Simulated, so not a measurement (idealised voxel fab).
The following is a process module called voxel capacitor over wiring.
FYI the section here is cut, 290 nm wide, cells are 5 nm squares.
The cross-sections in this document take the form of a grid made of square cells. They are written out as bands, in order from top to bottom. Each band consists of one or more rows of cells.
For a band, the entry starts with two heights in nm, that of the top and then that of the bottom, and carries on with the band's materials in order from left to right, each alongside its width in nm; the word "full width" beside a single material means it fills the band edge to edge, and "blank" means empty space.
Where do heights start? At 0: under that level the wafer as delivered is made of one material only. And the lowest band has no floor; it just carries on downward, as in "z 0 and below".
Quick explanation for "30->40": the width changes in equal steps down the rows of cells, from the first number in the band's top row to the second number in its bottom row.
Basically "remained unchanged" means that step didn't change any cell in the cross-section.
This entry, "Cavities, closed", enumerates those empty regions of no fewer than 8 cells that possess no open connection to the top. Each region is reported in the form width x height at distance, the distance being taken from the left edge, with all three quantities expressed in nm.
Formally, on a step line, whatever follows the settings is a remark that the simulator itself makes on the step.
Among the settings permitted on a step's line is "overlay nm"; applied to a step with a mask, it specifies the extent to which the mask lay to the right of its planned position, whereas a negative figure signifies a position to the left.
Heads up before you read on: it's before/after pairs around one process step each, after side only down to the lowest band that changed, step plus settings under the pair. Pairs can be from different runs of this module, same starting wafer, so only chain a pair onto the one above if its "Prior to processing" entry says so.

Prior to processing
  z 0 and below: Si full width
  Cavities, closed: none

Resulting Structure
  z 10 to 0: SiO2 full width
  Under the height 0 nothing was changed.
  Cavities, closed: none
Between before and after, shown above: CONFORMAL_DEP: material SiO2, thk nm 10

Prior to processing: cross-section not repeated; it is the one shown after the step in the pair just above.

Resulting Structure
  z 15 to 10: SiCN full width
  Under the height 10 nothing was changed.
  Cavities, closed: none
Between before and after, shown above: CONFORMAL_DEP: material SiCN, thk nm 5

Prior to processing: cross-section not repeated; it is the one shown after the step in the pair just above.

Resulting Structure
  z 40 to 15: SiO2 full width
  Under the height 15 nothing was changed.
  Cavities, closed: none
Between before and after, shown above: DIRECTIONAL_DEP: material SiO2, thk nm 25

Prior to processing: cross-section not repeated; it is the one shown after the step in the pair just above.

Resulting Structure
  z 55 to 40: resist: 95, blank: 20, resist: 60, blank: 20, resist: 95
  Under the height 40 nothing was changed.
  Cavities, closed: none
Between before and after, shown above: PATTERN: tone open, mask id METAL_1, material resist, width nm 20, pitch nm 80, thk nm 15, overlay nm 0

Prior to processing: cross-section not repeated; it is the one shown after the step in the pair just above.

Resulting Structure
  z 55 to 40: resist: 95, blank: 20, resist: 60, blank: 20, resist: 95
  z 40 to 15: SiO2: 95, blank: 20, SiO2: 60, blank: 20, SiO2: 95
  Under the height 15 nothing was changed.
  Cavities, closed: none
Between before and after, shown above: DIRECTIONAL_ETCH: etch materials SiO2, depth nm 25

Prior to processing: cross-section not repeated; it is the one shown after the step in the pair just above.

Resulting Structure
  z 55 to 40: resist: 95, blank: 20, resist: 60, blank: 20, resist: 95
  z 40 to 15: SiO2: 95, blank: 20, SiO2: 60, blank: 20, SiO2: 95
  z 15 to 10: SiCN: 95, blank: 20, SiCN: 60, blank: 20, SiCN: 95
  Under the height 10 nothing was changed.
  Cavities, closed: none
Between before and after, shown above: DIRECTIONAL_ETCH: etch materials SiCN, depth nm 5

Prior to processing: cross-section not repeated; it is the one shown after the step in the pair just above.

Resulting Structure
  z 40 to 15: SiO2: 95, blank: 20, SiO2: 60, blank: 20, SiO2: 95
  Under the height 15 nothing was changed.
  Cavities, closed: none
Between before and after, shown above: STRIP: etch materials resist

Prior to processing: cross-section not repeated; it is the one shown after the step in the pair just above.

Resulting Structure
  z 45 to 40: TiN: 100, blank: 10, TiN: 70, blank: 10, TiN: 100
  z 40 to 15: SiO2: 95, TiN: 5, blank: 10, TiN: 5, SiO2: 60, TiN: 5, blank: 10, TiN: 5, SiO2: 95
  z 15 to 10: SiCN: 95, TiN: 20, SiCN: 60, TiN: 20, SiCN: 95
  Under the height 10 nothing was changed.
  Cavities, closed: none
Between before and after, shown above: CONFORMAL_DEP: material TiN, thk nm 5

Prior to processing: cross-section not repeated; it is the one shown after the step in the pair just above.

Resulting Structure
  z 55 to 45: Cu full width
  z 45 to 40: TiN: 100, Cu: 10, TiN: 70, Cu: 10, TiN: 100
  z 40 to 15: SiO2: 95, TiN: 5, Cu: 10, TiN: 5, SiO2: 60, TiN: 5, Cu: 10, TiN: 5, SiO2: 95
  Under the height 15 nothing was changed.
  Cavities, closed: none
Between before and after, shown above: FILL_DEP: material Cu, thk nm 10

Prior to processing: cross-section not repeated; it is the one shown after the step in the pair just above.

Resulting Structure
  z 40 to 15: SiO2: 95, TiN: 5, Cu: 10, TiN: 5, SiO2: 60, TiN: 5, Cu: 10, TiN: 5, SiO2: 95
  Under the height 15 nothing was changed.
  Cavities, closed: none
Between before and after, shown above: CMP: height nm 40

Prior to processing: cross-section not repeated; it is the one shown after the step in the pair just above.

Resulting Structure
  z 45 to 40: SiCN full width
  Under the height 40 nothing was changed.
  Cavities, closed: none
Between before and after, shown above: CONFORMAL_DEP: material SiCN, thk nm 5

Prior to processing: cross-section not repeated; it is the one shown after the step in the pair just above.

Resulting Structure
  z 60 to 45: lowk full width
  Under the height 45 nothing was changed.
  Cavities, closed: none
Between before and after, shown above: DIRECTIONAL_DEP: material lowk, thk nm 15

Prior to processing: cross-section not repeated; it is the one shown after the step in the pair just above.

Resulting Structure
  z 60 to 45: lowk: 100, blank: 15, lowk: 175
  Under the height 45 nothing was changed.
  Cavities, closed: none
Between before and after, shown above: MASKED_ETCH: tone open, mask id PLUG_1, width nm 15, etch materials lowk, depth nm 15, overlay nm 0

Prior to processing: cross-section not repeated; it is the one shown after the step in the pair just above.

Resulting Structure
  z 60 to 45: lowk: 100, blank: 15, lowk: 175
  z 45 to 40: SiCN: 100, blank: 15, SiCN: 175
  Under the height 40 nothing was changed.
  Cavities, closed: none
Between before and after, shown above: MASKED_ETCH: tone open, mask id PLUG_1, width nm 15, etch materials SiCN, depth nm 5, overlay nm 0

Prior to processing: cross-section not repeated; it is the one shown after the step in the pair just above.

Resulting Structure
  z 65 to 60: TiN: 105, blank: 5, TiN: 180
  z 60 to 45: lowk: 100, TiN: 5, blank: 5, TiN: 5, lowk: 175
  z 45 to 40: SiCN: 100, TiN: 15, SiCN: 175
  Under the height 40 nothing was changed.
  Cavities, closed: none
Between before and after, shown above: CONFORMAL_DEP: material TiN, thk nm 5

Prior to processing: cross-section not repeated; it is the one shown after the step in the pair just above.

Resulting Structure
  z 75 to 65: Cu full width
  z 65 to 60: TiN: 105, Cu: 5, TiN: 180
  z 60 to 45: lowk: 100, TiN: 5, Cu: 5, TiN: 5, lowk: 175
  Under the height 45 nothing was changed.
  Cavities, closed: none
Between before and after, shown above: FILL_DEP: material Cu, thk nm 10

Prior to processing: cross-section not repeated; it is the one shown after the step in the pair just above.

Resulting Structure
  z 60 to 45: lowk: 100, TiN: 5, Cu: 5, TiN: 5, lowk: 175
  Under the height 45 nothing was changed.
  Cavities, closed: none
Between before and after, shown above: CMP: height nm 60

Prior to processing: cross-section not repeated; it is the one shown after the step in the pair just above.

Resulting Structure
  z 70 to 60: TiN full width
  Under the height 60 nothing was changed.
  Cavities, closed: none
Between before and after, shown above: DIRECTIONAL_DEP: material TiN, thk nm 10

Prior to processing: cross-section not repeated; it is the one shown after the step in the pair just above.

Resulting Structure
  z 75 to 70: Al2O3 full width
  Under the height 70 nothing was changed.
  Cavities, closed: none
Between before and after, shown above: DIRECTIONAL_DEP: material Al2O3, thk nm 5

Prior to processing: cross-section not repeated; it is the one shown after the step in the pair just above.

Resulting Structure
  z 80 to 75: TiN full width
  Under the height 75 nothing was changed.
  Cavities, closed: none
Between before and after, shown above: DIRECTIONAL_DEP: material TiN, thk nm 5

Prior to processing: cross-section not repeated; it is the one shown after the step in the pair just above.

Resulting Structure
  z 95 to 80: aC full width
  Under the height 80 nothing was changed.
  Cavities, closed: none
Between before and after, shown above: DIRECTIONAL_DEP: material aC, thk nm 15

Prior to processing: cross-section not repeated; it is the one shown after the step in the pair just above.

Resulting Structure
  z 130 to 95: blank: 100, resist: 65, blank: 125
  Under the height 95 nothing was changed.
  Cavities, closed: none
Between before and after, shown above: PATTERN: tone cover, mask id UPPER_PLATE, material resist, width nm 65, thk nm 35, overlay nm 0

Prior to processing: cross-section not repeated; it is the one shown after the step in the pair just above.

Resulting Structure
  z 115 to 95: blank: 100, resist: 65, blank: 125
  z 95 to 80: blank: 100, aC: 65, blank: 125
  Under the height 80 nothing was changed.
  Cavities, closed: none
Between before and after, shown above: DIRECTIONAL_ETCH: etch materials aC, depth nm 15

Prior to processing: cross-section not repeated; it is the one shown after the step in the pair just above.

Resulting Structure
  z 95 to 80: blank: 100, aC: 65, blank: 125
  Under the height 80 nothing was changed.
  Cavities, closed: none
Between before and after, shown above: STRIP: etch materials resist

Prior to processing: cross-section not repeated; it is the one shown after the step in the pair just above.

Resulting Structure
  z 95 to 80: blank: 100, aC: 65, blank: 125
  z 80 to 75: blank: 100, TiN: 65, blank: 125
  Under the height 75 nothing was changed.
  Cavities, closed: none
Between before and after, shown above: DIRECTIONAL_ETCH: etch materials TiN, depth nm 5

Prior to processing: cross-section not repeated; it is the one shown after the step in the pair just above.

Resulting Structure
  z 95 to 80: blank: 100, aC: 65, blank: 125
  z 80 to 75: blank: 100, TiN: 65, blank: 125
  z 75 to 70: blank: 100, Al2O3: 65, blank: 125
  Under the height 70 nothing was changed.
  Cavities, closed: none
Between before and after, shown above: DIRECTIONAL_ETCH: etch materials Al2O3, depth nm 5

Prior to processing: cross-section not repeated; it is the one shown after the step in the pair just above.

Resulting Structure
  z 80 to 75: blank: 100, TiN: 65, blank: 125
  Under the height 75 nothing was changed.
  Cavities, closed: none
Between before and after, shown above: STRIP: etch materials aC

Prior to processing: cross-section not repeated; it is the one shown after the step in the pair just above.

Resulting Structure
  z 100 to 80: blank: 95, resist: 75, blank: 120
  z 80 to 75: blank: 95, resist: 5, TiN: 65, resist: 5, blank: 120
  z 75 to 70: blank: 95, resist: 5, Al2O3: 65, resist: 5, blank: 120
  Under the height 70 nothing was changed.
  Cavities, closed: none
Between before and after, shown above: PATTERN: tone cover, mask id LOWER_PLATE, material resist, width nm 75, thk nm 20, overlay nm 0

Prior to processing: cross-section not repeated; it is the one shown after the step in the pair just above.

Resulting Structure
  z 100 to 80: blank: 95, resist: 75, blank: 120
  z 80 to 75: blank: 95, resist: 5, TiN: 65, resist: 5, blank: 120
  z 75 to 70: blank: 95, resist: 5, Al2O3: 65, resist: 5, blank: 120
  z 70 to 60: blank: 95, TiN: 75, blank: 120
  Under the height 60 nothing was changed.
  Cavities, closed: none
Between before and after, shown above: DIRECTIONAL_ETCH: etch materials TiN, depth nm 10

Prior to processing: cross-section not repeated; it is the one shown after the step in the pair just above.

Resulting Structure
  z 80 to 75: blank: 100, TiN: 65, blank: 125
  z 75 to 70: blank: 100, Al2O3: 65, blank: 125
  Under the height 70 nothing was changed.
  Cavities, closed: none
Between before and after, shown above: STRIP: etch materials resist

Prior to processing: cross-section not repeated; it is the one shown after the step in the pair just above.

Resulting Structure
  z 95 to 80: SiO2 full width
  z 80 to 75: SiO2: 100, TiN: 65, SiO2: 125
  z 75 to 70: SiO2: 100, Al2O3: 65, SiO2: 125
  z 70 to 60: SiO2: 95, TiN: 75, SiO2: 120
  Under the height 60 nothing was changed.
  Cavities, closed: none
Between before and after, shown above: FILL_DEP: material SiO2, thk nm 15

Prior to processing: cross-section not repeated; it is the one shown after the step in the pair just above.

Resulting Structure
  z 90 to 80: SiO2 full width
  Under the height 80 nothing was changed.
  Cavities, closed: none
Between before and after, shown above: CMP: height nm 90

Prior to processing: cross-section not repeated; it is the one shown after the step in the pair just above.

Resulting Structure
  z 100 to 90: aC full width
  Under the height 90 nothing was changed.
  Cavities, closed: none
Between before and after, shown above: DIRECTIONAL_DEP: material aC, thk nm 10

Prior to processing: cross-section not repeated; it is the one shown after the step in the pair just above.

Resulting Structure
  z 125 to 100: resist: 110, blank: 15, resist: 165
  Under the height 100 nothing was changed.
  Cavities, closed: none
Between before and after, shown above: PATTERN: tone open, mask id PLUG_2, material resist, width nm 15, thk nm 25, overlay nm 0

Prior to processing: cross-section not repeated; it is the one shown after the step in the pair just above.

Resulting Structure
  z 115 to 100: resist: 110, blank: 15, resist: 165
  z 100 to 90: aC: 110, blank: 15, aC: 165
  Under the height 90 nothing was changed.
  Cavities, closed: none
Between before and after, shown above: DIRECTIONAL_ETCH: etch materials aC, depth nm 10

Prior to processing: cross-section not repeated; it is the one shown after the step in the pair just above.

Resulting Structure
  z 100 to 90: aC: 110, blank: 15, aC: 165
  Under the height 90 nothing was changed.
  Cavities, closed: none
Between before and after, shown above: STRIP: etch materials resist

Prior to processing: cross-section not repeated; it is the one shown after the step in the pair just above.

Resulting Structure
  z 100 to 90: aC: 110, blank: 15, aC: 165
  z 90 to 80: SiO2: 110, blank: 15, SiO2: 165
  Under the height 80 nothing was changed.
  Cavities, closed: none
Between before and after, shown above: DIRECTIONAL_ETCH: etch materials SiO2, depth nm 10

Prior to processing: cross-section not repeated; it is the one shown after the step in the pair just above.

Resulting Structure
  z 90 to 80: SiO2: 110, blank: 15, SiO2: 165
  Under the height 80 nothing was changed.
  Cavities, closed: none
Between before and after, shown above: STRIP: etch materials aC

Prior to processing: cross-section not repeated; it is the one shown after the step in the pair just above.

Resulting Structure
  z 95 to 90: TiN: 115, blank: 5, TiN: 170
  z 90 to 85: SiO2: 110, TiN: 5, blank: 5, TiN: 5, SiO2: 165
  z 85 to 75: SiO2: 110->100, TiN: 15->65, SiO2: 165->125
  Under the height 75 nothing was changed.
  Cavities, closed: none
Between before and after, shown above: CONFORMAL_DEP: material TiN, thk nm 5

Prior to processing: cross-section not repeated; it is the one shown after the step in the pair just above.

Resulting Structure
  z 100 to 95: Ru full width
  z 95 to 90: TiN: 115, Ru: 5, TiN: 170
  z 90 to 85: SiO2: 110, TiN: 5, Ru: 5, TiN: 5, SiO2: 165
  Under the height 85 nothing was changed.
  Cavities, closed: none
Between before and after, shown above: FILL_DEP: material Ru, thk nm 5

Prior to processing: cross-section not repeated; it is the one shown after the step in the pair just above.

Resulting Structure
  z 90 to 85: SiO2: 110, TiN: 5, Ru: 5, TiN: 5, SiO2: 165
  Under the height 85 nothing was changed.
  Cavities, closed: none
Between before and after, shown above: CMP: height nm 90

Prior to processing: cross-section not repeated; it is the one shown after the step in the pair just above.

Resulting Structure
  z 95 to 90: SiN full width
  Under the height 90 nothing was changed.
  Cavities, closed: none
Between before and after, shown above: CONFORMAL_DEP: material SiN, thk nm 5

Prior to processing
  z 55 to 45: Cu full width
  z 45 to 40: TiN: 100, Cu: 10, TiN: 70, Cu: 10, TiN: 100
  z 40 to 15: SiO2: 95, TiN: 5, Cu: 10, TiN: 5, SiO2: 60, TiN: 5, Cu: 10, TiN: 5, SiO2: 95
  z 15 to 10: SiCN: 95, TiN: 20, SiCN: 60, TiN: 20, SiCN: 95
  z 10 to 0: SiO2 full width
  z 0 and below: Si full width
  Cavities, closed: none

Resulting Structure
  z 60 to 55: SiCN full width
  Under the height 55 nothing was changed.
  Cavities, closed: none
Between before and after, shown above: CONFORMAL_DEP: material SiCN, thk nm 5

Prior to processing: cross-section not repeated; it is the one shown after the step in the pair just above.

Resulting Structure
  z 75 to 60: lowk full width
  Under the height 60 nothing was changed.
  Cavities, closed: none
Between before and after, shown above: DIRECTIONAL_DEP: material lowk, thk nm 15

Prior to processing: cross-section not repeated; it is the one shown after the step in the pair just above.

Resulting Structure
  z 75 to 60: lowk: 100, blank: 15, lowk: 175
  Under the height 60 nothing was changed.
  Cavities, closed: none
Between before and after, shown above: MASKED_ETCH: tone open, mask id PLUG_1, width nm 15, etch materials lowk, depth nm 15, overlay nm 0

Prior to processing: cross-section not repeated; it is the one shown after the step in the pair just above.

Resulting Structure
  z 75 to 60: lowk: 100, blank: 15, lowk: 175
  z 60 to 55: SiCN: 100, blank: 15, SiCN: 175
  Under the height 55 nothing was changed.
  Cavities, closed: none
Between before and after, shown above: MASKED_ETCH: tone open, mask id PLUG_1, width nm 15, etch materials SiCN, depth nm 5, overlay nm 0

Prior to processing: cross-section not repeated; it is the one shown after the step in the pair just above.

Resulting Structure
  z 80 to 75: TiN: 105, blank: 5, TiN: 180
  z 75 to 60: lowk: 100, TiN: 5, blank: 5, TiN: 5, lowk: 175
  z 60 to 55: SiCN: 100, TiN: 15, SiCN: 175
  Under the height 55 nothing was changed.
  Cavities, closed: none
Between before and after, shown above: CONFORMAL_DEP: material TiN, thk nm 5

Prior to processing: cross-section not repeated; it is the one shown after the step in the pair just above.

Resulting Structure
  z 90 to 80: Cu full width
  z 80 to 75: TiN: 105, Cu: 5, TiN: 180
  z 75 to 60: lowk: 100, TiN: 5, Cu: 5, TiN: 5, lowk: 175
  Under the height 60 nothing was changed.
  Cavities, closed: none
Between before and after, shown above: FILL_DEP: material Cu, thk nm 10

Prior to processing: cross-section not repeated; it is the one shown after the step in the pair just above.

Resulting Structure
  z 60 to 55: SiCN: 100, TiN: 15, SiCN: 175
  Under the height 55 nothing was changed.
  Cavities, closed: none
Between before and after, shown above: CMP: height nm 60

Prior to processing: cross-section not repeated; it is the one shown after the step in the pair just above.

Resulting Structure
  z 70 to 60: TiN full width
  Under the height 60 nothing was changed.
  Cavities, closed: none
Between before and after, shown above: DIRECTIONAL_DEP: material TiN, thk nm 10

Prior to processing: cross-section not repeated; it is the one shown after the step in the pair just above.

Resulting Structure
  z 75 to 70: Al2O3 full width
  Under the height 70 nothing was changed.
  Cavities, closed: none
Between before and after, shown above: DIRECTIONAL_DEP: material Al2O3, thk nm 5

Prior to processing: cross-section not repeated; it is the one shown after the step in the pair just above.

Resulting Structure
  z 80 to 75: TiN full width
  Under the height 75 nothing was changed.
  Cavities, closed: none
Between before and after, shown above: DIRECTIONAL_DEP: material TiN, thk nm 5

Prior to processing: cross-section not repeated; it is the one shown after the step in the pair just above.

Resulting Structure
  z 95 to 80: aC full width
  Under the height 80 nothing was changed.
  Cavities, closed: none
Between before and after, shown above: DIRECTIONAL_DEP: material aC, thk nm 15

Prior to processing: cross-section not repeated; it is the one shown after the step in the pair just above.

Resulting Structure
  z 130 to 95: blank: 100, resist: 65, blank: 125
  Under the height 95 nothing was changed.
  Cavities, closed: none
Between before and after, shown above: PATTERN: tone cover, mask id UPPER_PLATE, material resist, width nm 65, thk nm 35, overlay nm 0

Prior to processing: cross-section not repeated; it is the one shown after the step in the pair just above.

Resulting Structure
  z 115 to 95: blank: 100, resist: 65, blank: 125
  z 95 to 80: blank: 100, aC: 65, blank: 125
  Under the height 80 nothing was changed.
  Cavities, closed: none
Between before and after, shown above: DIRECTIONAL_ETCH: etch materials aC, depth nm 15

Prior to processing: cross-section not repeated; it is the one shown after the step in the pair just above.

Resulting Structure
  z 95 to 80: blank: 100, aC: 65, blank: 125
  Under the height 80 nothing was changed.
  Cavities, closed: none
Between before and after, shown above: STRIP: etch materials resist

Prior to processing: cross-section not repeated; it is the one shown after the step in the pair just above.

Resulting Structure
  z 95 to 80: blank: 100, aC: 65, blank: 125
  z 80 to 75: blank: 100, TiN: 65, blank: 125
  Under the height 75 nothing was changed.
  Cavities, closed: none
Between before and after, shown above: DIRECTIONAL_ETCH: etch materials TiN, depth nm 5

Prior to processing: cross-section not repeated; it is the one shown after the step in the pair just above.

Resulting Structure
  z 95 to 80: blank: 100, aC: 65, blank: 125
  z 80 to 75: blank: 100, TiN: 65, blank: 125
  z 75 to 70: blank: 100, Al2O3: 65, blank: 125
  Under the height 70 nothing was changed.
  Cavities, closed: none
Between before and after, shown above: DIRECTIONAL_ETCH: etch materials Al2O3, depth nm 5

Prior to processing: cross-section not repeated; it is the one shown after the step in the pair just above.

Resulting Structure
  z 80 to 75: blank: 100, TiN: 65, blank: 125
  Under the height 75 nothing was changed.
  Cavities, closed: none
Between before and after, shown above: STRIP: etch materials aC

Prior to processing: cross-section not repeated; it is the one shown after the step in the pair just above.

Resulting Structure
  z 100 to 80: blank: 95, resist: 75, blank: 120
  z 80 to 75: blank: 95, resist: 5, TiN: 65, resist: 5, blank: 120
  z 75 to 70: blank: 95, resist: 5, Al2O3: 65, resist: 5, blank: 120
  Under the height 70 nothing was changed.
  Cavities, closed: none
Between before and after, shown above: PATTERN: tone cover, mask id LOWER_PLATE, material resist, width nm 75, thk nm 20, overlay nm 0

Prior to processing: cross-section not repeated; it is the one shown after the step in the pair just above.

Resulting Structure
  z 100 to 80: blank: 95, resist: 75, blank: 120
  z 80 to 75: blank: 95, resist: 5, TiN: 65, resist: 5, blank: 120
  z 75 to 70: blank: 95, resist: 5, Al2O3: 65, resist: 5, blank: 120
  z 70 to 60: blank: 95, TiN: 75, blank: 120
  Under the height 60 nothing was changed.
  Cavities, closed: none
Between before and after, shown above: DIRECTIONAL_ETCH: etch materials TiN, depth nm 10

Prior to processing: cross-section not repeated; it is the one shown after the step in the pair just above.

Resulting Structure
  z 80 to 75: blank: 100, TiN: 65, blank: 125
  z 75 to 70: blank: 100, Al2O3: 65, blank: 125
  Under the height 70 nothing was changed.
  Cavities, closed: none
Between before and after, shown above: STRIP: etch materials resist

Prior to processing: cross-section not repeated; it is the one shown after the step in the pair just above.

Resulting Structure
  z 95 to 80: SiO2 full width
  z 80 to 75: SiO2: 100, TiN: 65, SiO2: 125
  z 75 to 70: SiO2: 100, Al2O3: 65, SiO2: 125
  z 70 to 60: SiO2: 95, TiN: 75, SiO2: 120
  Under the height 60 nothing was changed.
  Cavities, closed: none
Between before and after, shown above: FILL_DEP: material SiO2, thk nm 15

Prior to processing: cross-section not repeated; it is the one shown after the step in the pair just above.

Resulting Structure
  z 90 to 80: SiO2 full width
  Under the height 80 nothing was changed.
  Cavities, closed: none
Between before and after, shown above: CMP: height nm 90

Prior to processing: cross-section not repeated; it is the one shown after the step in the pair just above.

Resulting Structure
  z 100 to 90: aC full width
  Under the height 90 nothing was changed.
  Cavities, closed: none
Between before and after, shown above: DIRECTIONAL_DEP: material aC, thk nm 10

Prior to processing: cross-section not repeated; it is the one shown after the step in the pair just above.

Resulting Structure
  z 125 to 100: resist: 110, blank: 15, resist: 165
  Under the height 100 nothing was changed.
  Cavities, closed: none
Between before and after, shown above: PATTERN: tone open, mask id PLUG_2, material resist, width nm 15, thk nm 25, overlay nm 0

Prior to processing: cross-section not repeated; it is the one shown after the step in the pair just above.

Resulting Structure
  z 115 to 100: resist: 110, blank: 15, resist: 165
  z 100 to 90: aC: 110, blank: 15, aC: 165
  Under the height 90 nothing was changed.
  Cavities, closed: none
Between before and after, shown above: DIRECTIONAL_ETCH: etch materials aC, depth nm 10

Prior to processing: cross-section not repeated; it is the one shown after the step in the pair just above.

Resulting Structure
  z 100 to 90: aC: 110, blank: 15, aC: 165
  Under the height 90 nothing was changed.
  Cavities, closed: none
Between before and after, shown above: STRIP: etch materials resist

Prior to processing: cross-section not repeated; it is the one shown after the step in the pair just above.

Resulting Structure
  z 100 to 90: aC: 110, blank: 15, aC: 165
  z 90 to 80: SiO2: 110, blank: 15, SiO2: 165
  Under the height 80 nothing was changed.
  Cavities, closed: none
Between before and after, shown above: DIRECTIONAL_ETCH: etch materials SiO2, depth nm 10

Prior to processing: cross-section not repeated; it is the one shown after the step in the pair just above.

Resulting Structure
  z 90 to 80: SiO2: 110, blank: 15, SiO2: 165
  Under the height 80 nothing was changed.
  Cavities, closed: none
Between before and after, shown above: STRIP: etch materials aC

Prior to processing: cross-section not repeated; it is the one shown after the step in the pair just above.

Resulting Structure
  z 95 to 90: TiN: 115, blank: 5, TiN: 170
  z 90 to 85: SiO2: 110, TiN: 5, blank: 5, TiN: 5, SiO2: 165
  z 85 to 75: SiO2: 110->100, TiN: 15->65, SiO2: 165->125
  Under the height 75 nothing was changed.
  Cavities, closed: none
Between before and after, shown above: CONFORMAL_DEP: material TiN, thk nm 5

Prior to processing: cross-section not repeated; it is the one shown after the step in the pair just above.

Resulting Structure
  z 100 to 95: Ru full width
  z 95 to 90: TiN: 115, Ru: 5, TiN: 170
  z 90 to 85: SiO2: 110, TiN: 5, Ru: 5, TiN: 5, SiO2: 165
  Under the height 85 nothing was changed.
  Cavities, closed: none
Between before and after, shown above: FILL_DEP: material Ru, thk nm 5

Prior to processing: cross-section not repeated; it is the one shown after the step in the pair just above.

Resulting Structure
  z 90 to 85: SiO2: 110, TiN: 5, Ru: 5, TiN: 5, SiO2: 165
  Under the height 85 nothing was changed.
  Cavities, closed: none
Between before and after, shown above: CMP: height nm 90

Prior to processing: cross-section not repeated; it is the one shown after the step in the pair just above.

Resulting Structure
  z 95 to 90: SiN full width
  Under the height 90 nothing was changed.
  Cavities, closed: none
Between before and after, shown above: CONFORMAL_DEP: material SiN, thk nm 5

Prior to processing
  z 70 to 60: TiN full width
  z 60 to 45: lowk: 100, TiN: 5, Cu: 5, TiN: 5, lowk: 175
  z 45 to 40: SiCN: 100, TiN: 15, SiCN: 175
  z 40 to 15: SiO2: 95, TiN: 5, Cu: 10, TiN: 5, SiO2: 60, TiN: 5, Cu: 10, TiN: 5, SiO2: 95
  z 15 to 10: SiCN: 95, TiN: 20, SiCN: 60, TiN: 20, SiCN: 95
  z 10 to 0: SiO2 full width
  z 0 and below: Si full width
  Cavities, closed: none

Resulting Structure
  z 75 to 60: TiN full width
  Under the height 60 nothing was changed.
  Cavities, closed: none
Between before and after, shown above: DIRECTIONAL_DEP: material TiN, thk nm 5

Prior to processing: cross-section not repeated; it is the one shown after the step in the pair just above.

Resulting Structure
  z 80 to 75: Al2O3 full width
  Under the height 75 nothing was changed.
  Cavities, closed: none
Between before and after, shown above: DIRECTIONAL_DEP: material Al2O3, thk nm 5

Prior to processing: cross-section not repeated; it is the one shown after the step in the pair just above.

Resulting Structure
  z 95 to 80: aC full width
  Under the height 80 nothing was changed.
  Cavities, closed: none
Between before and after, shown above: DIRECTIONAL_DEP: material aC, thk nm 15

Prior to processing: cross-section not repeated; it is the one shown after the step in the pair just above.

Resulting Structure
  z 130 to 95: blank: 100, resist: 65, blank: 125
  Under the height 95 nothing was changed.
  Cavities, closed: none
Between before and after, shown above: PATTERN: tone cover, mask id UPPER_PLATE, material resist, width nm 65, thk nm 35, overlay nm 0

Prior to processing: cross-section not repeated; it is the one shown after the step in the pair just above.

Resulting Structure
  z 115 to 95: blank: 100, resist: 65, blank: 125
  z 95 to 80: blank: 100, aC: 65, blank: 125
  Under the height 80 nothing was changed.
  Cavities, closed: none
Between before and after, shown above: DIRECTIONAL_ETCH: etch materials aC, depth nm 15

Prior to processing: cross-section not repeated; it is the one shown after the step in the pair just above.

Resulting Structure
  z 95 to 80: blank: 100, aC: 65, blank: 125
  Under the height 80 nothing was changed.
  Cavities, closed: none
Between before and after, shown above: STRIP: etch materials resist

Prior to processing: cross-section not repeated; it is the one shown after the step in the pair just above.

Resulting Structure
  z 95 to 80: blank: 100, aC: 65, blank: 125
  z 80 to 75: blank: 100, Al2O3: 65, blank: 125
  Under the height 75 nothing was changed.
  Cavities, closed: none
Between before and after, shown above: DIRECTIONAL_ETCH: etch materials Al2O3, depth nm 5

Prior to processing: cross-section not repeated; it is the one shown after the step in the pair just above.

Resulting Structure
  z 80 to 75: blank: 100, Al2O3: 65, blank: 125
  Under the height 75 nothing was changed.
  Cavities, closed: none
Between before and after, shown above: STRIP: etch materials aC

Prior to processing: cross-section not repeated; it is the one shown after the step in the pair just above.

Resulting Structure
  z 100 to 80: blank: 95, resist: 75, blank: 120
  z 80 to 75: blank: 95, resist: 5, Al2O3: 65, resist: 5, blank: 120
  Under the height 75 nothing was changed.
  Cavities, closed: none
Between before and after, shown above: PATTERN: tone cover, mask id LOWER_PLATE, material resist, width nm 75, thk nm 20, overlay nm 0

Prior to processing: cross-section not repeated; it is the one shown after the step in the pair just above.

Resulting Structure
  z 100 to 80: blank: 95, resist: 75, blank: 120
  z 80 to 75: blank: 95, resist: 5, Al2O3: 65, resist: 5, blank: 120
  z 75 to 65: blank: 95, TiN: 75, blank: 120
  Under the height 65 nothing was changed.
  Cavities, closed: none
Between before and after, shown above: DIRECTIONAL_ETCH: etch materials TiN, depth nm 10

Prior to processing: cross-section not repeated; it is the one shown after the step in the pair just above.

Resulting Structure
  z 80 to 75: blank: 100, Al2O3: 65, blank: 125
  Under the height 75 nothing was changed.
  Cavities, closed: none
Between before and after, shown above: STRIP: etch materials resist

Prior to processing: cross-section not repeated; it is the one shown after the step in the pair just above.

Resulting Structure
  z 95 to 80: SiO2 full width
  z 80 to 75: SiO2: 100, Al2O3: 65, SiO2: 125
  z 75 to 65: SiO2: 95, TiN: 75, SiO2: 120
  Under the height 65 nothing was changed.
  Cavities, closed: none
Between before and after, shown above: FILL_DEP: material SiO2, thk nm 15

Prior to processing: cross-section not repeated; it is the one shown after the step in the pair just above.

Resulting Structure
  z 90 to 80: SiO2 full width
  Under the height 80 nothing was changed.
  Cavities, closed: none
Between before and after, shown above: CMP: height nm 90

Prior to processing: cross-section not repeated; it is the one shown after the step in the pair just above.

Resulting Structure
  z 100 to 90: aC full width
  Under the height 90 nothing was changed.
  Cavities, closed: none
Between before and after, shown above: DIRECTIONAL_DEP: material aC, thk nm 10

Prior to processing: cross-section not repeated; it is the one shown after the step in the pair just above.

Resulting Structure
  z 125 to 100: resist: 110, blank: 15, resist: 165
  Under the height 100 nothing was changed.
  Cavities, closed: none
Between before and after, shown above: PATTERN: tone open, mask id PLUG_2, material resist, width nm 15, thk nm 25, overlay nm 0

Prior to processing: cross-section not repeated; it is the one shown after the step in the pair just above.

Resulting Structure
  z 115 to 100: resist: 110, blank: 15, resist: 165
  z 100 to 90: aC: 110, blank: 15, aC: 165
  Under the height 90 nothing was changed.
  Cavities, closed: none
Between before and after, shown above: DIRECTIONAL_ETCH: etch materials aC, depth nm 10

Prior to processing: cross-section not repeated; it is the one shown after the step in the pair just above.

Resulting Structure
  z 100 to 90: aC: 110, blank: 15, aC: 165
  Under the height 90 nothing was changed.
  Cavities, closed: none
Between before and after, shown above: STRIP: etch materials resist
